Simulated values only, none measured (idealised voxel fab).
The process module that follows is named voxel released beams.
Section cut is 275 nm wide and gridded with 5 nm square cells.
If you're reading a cross-section in this doc, picture square cells in a grid; it comes to you as bands, top ones listed first down to the bottom, and a band can be one or more rows of cells. What a band's entry tells you: where the top is and where the bottom is, as heights in nm, and after that what lies inside, material by material from left to right, each with its width in nm. Empty space is written as the word "air", and a single material marked with the word "everywhere" occupies the band from edge to edge. Zero point of the height axis is 0; under it, received wafer = one material. Lowest band: continues down indefinitely, "top 0, no bottom". You'd read "30..40" like this: the band's top row of cells is as wide as the first number, its bottom row is as wide as the second, and going down, every row changes width by the same amount as the row before did. "no modifications" for a step: no cell of the cross-section changed in that step. Entry "Trapped voids" = empty spaces >= 8 cells with no open way to the top; each as width x height at distance, distance from left edge, all nm. Read whatever lies past the settings on a step's line as the simulator's own remark about the step. overlay nm: step with mask; distance mask lay right of planned place; negative value = left of planned place.
Intended process steps:
- 1: RECEIVE [material Si]
- 2: CONFORMAL_DEP [material Al2O3] [thk nm 5]
- 3: DIRECTIONAL_DEP [material SiO2] [thk nm 20]
- 4: MASKED_ETCH [tone open] [mask id ANCHOR] [width nm 25] [etch materials SiO2] [depth nm 20] [overlay nm 0]
- 5: CONFORMAL_DEP [material SiN] [thk nm 10]
- 6: DIRECTIONAL_DEP [material aC] [thk nm 10]
- 7: PATTERN [tone cover] [mask id BEAM] [material resist] [width nm 75] [thk nm 25] [overlay nm 0]
- 8: DIRECTIONAL_ETCH [etch materials aC] [depth nm 10]
- 9: STRIP [etch materials resist]
- 10: DIRECTIONAL_ETCH [etch materials SiN] [depth nm 10]
- 11: STRIP [etch materials aC]
- 12: STRIP [etch materials SiO2]
So this is the incoming wafer in cross-section - it's already been through step 1:
    top 0, no bottom = Si everywhere
    Trapped voids: none
Result of the module, cross-sectioned: start per above, plan per above, one error in how it was run:
    top 35, bottom 25 = air 95 nm  SiN 75 nm  air 105 nm
    top 25, bottom 20 = Al2O3 everywhere
    top 20, bottom 0 = SiO2 everywhere
    top 0, no bottom = Si everywhere
    Trapped voids: none
Where did the run depart from the plan? it was found that steps 2 and 3 of the process plan had been performed in exchanged positions
